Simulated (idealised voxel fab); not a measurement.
This section sets out a process module, namely voxel local oxidation.
Displayed cross-section: cut, width of 175 nm, square cells sized 5 nm.
A cross-section is a grid of square cells, given in bands from the top down. A band is one or more rows of cells.
Band: top height; bottom height; in nm. Then, left to right: material with width in nm, for each material. "everywhere": a single material spanning edge to edge. "blank": empty space.
Heights from 0 (as-received wafer is one material below). Bottom band endless downward, as "from 0 down".
With a width like "30->40", each row of cells in the band differs from the next by the same amount, the top row carrying the first number and the bottom row the second.
"changes: none" for a step: no cell of the cross-section changed in that step.
Entry "Sealed voids" = empty spaces >= 8 cells with no open way to the top; each as width x height at distance, distance from left edge, all nm.
Whatever follows a step's settings on its line is a remark the simulator itself makes about that step.
overlay nm: mask offset rightward from planned place, masked step; negative means leftward offset.
[The process steps that were planned are listed below]
- 1: RECEIVE with material Si
- 2: CONFORMAL_DEP with material SiO2, thk nm 5
- 3: CONFORMAL_DEP with material SiN, thk nm 15
- 4: MASKED_ETCH with tone cover, mask id ACTIVE, width nm 90, etch materials SiN, depth nm 15, overlay nm -15
- 5: SELECTIVE_ETCH with etch materials SiO2, depth nm 5
- 6: OXIDIZE with depth nm 15
- 7: STRIP with etch materials SiN
The wafers in this document start out alike and differ in the overlay nm applied at step 4; the plan shows the value used for the first wafer.
[Cross-section of the first of several wafers on receipt, reflecting completion of step 1]
    from 0 down: Si everywhere
    Sealed voids: none
[Cross-section, first of several wafers, end of module, after last step 7]
    from 5 to 0: blank (30) | SiO2 (80) | blank (65)
    from 0 to -15: SiO2 (45) | Si (50) | SiO2 (80)
    from -15 down: Si everywhere
    Sealed voids: none
[Cross-section at module completion, last wafer]
    from 5 to 0: blank (60) | SiO2 (80) | blank (35)
    from 0 to -15: SiO2 (75) | Si (50) | SiO2 (50)
    from -15 down: Si everywhere
    Sealed voids: none
[Every row in this table is a wafer at the end of the module, and it gives, for each of the materials, the cells that wafer has gained (+) or lost (-) since it was received, then its closed voids]
overlay nm -15, -75 Si, +91 SiO2, Sealed voids: none
overlay nm -10, -75 Si, +91 SiO2, Sealed voids: none
overlay nm -5, -75 Si, +91 SiO2, Sealed voids: none
overlay nm 0, -75 Si, +91 SiO2, Sealed voids: none
overlay nm 5, -75 Si, +91 SiO2, Sealed voids: none
overlay nm 10, -75 Si, +91 SiO2, Sealed voids: none
overlay nm 15, -75 Si, +91 SiO2, Sealed voids: none
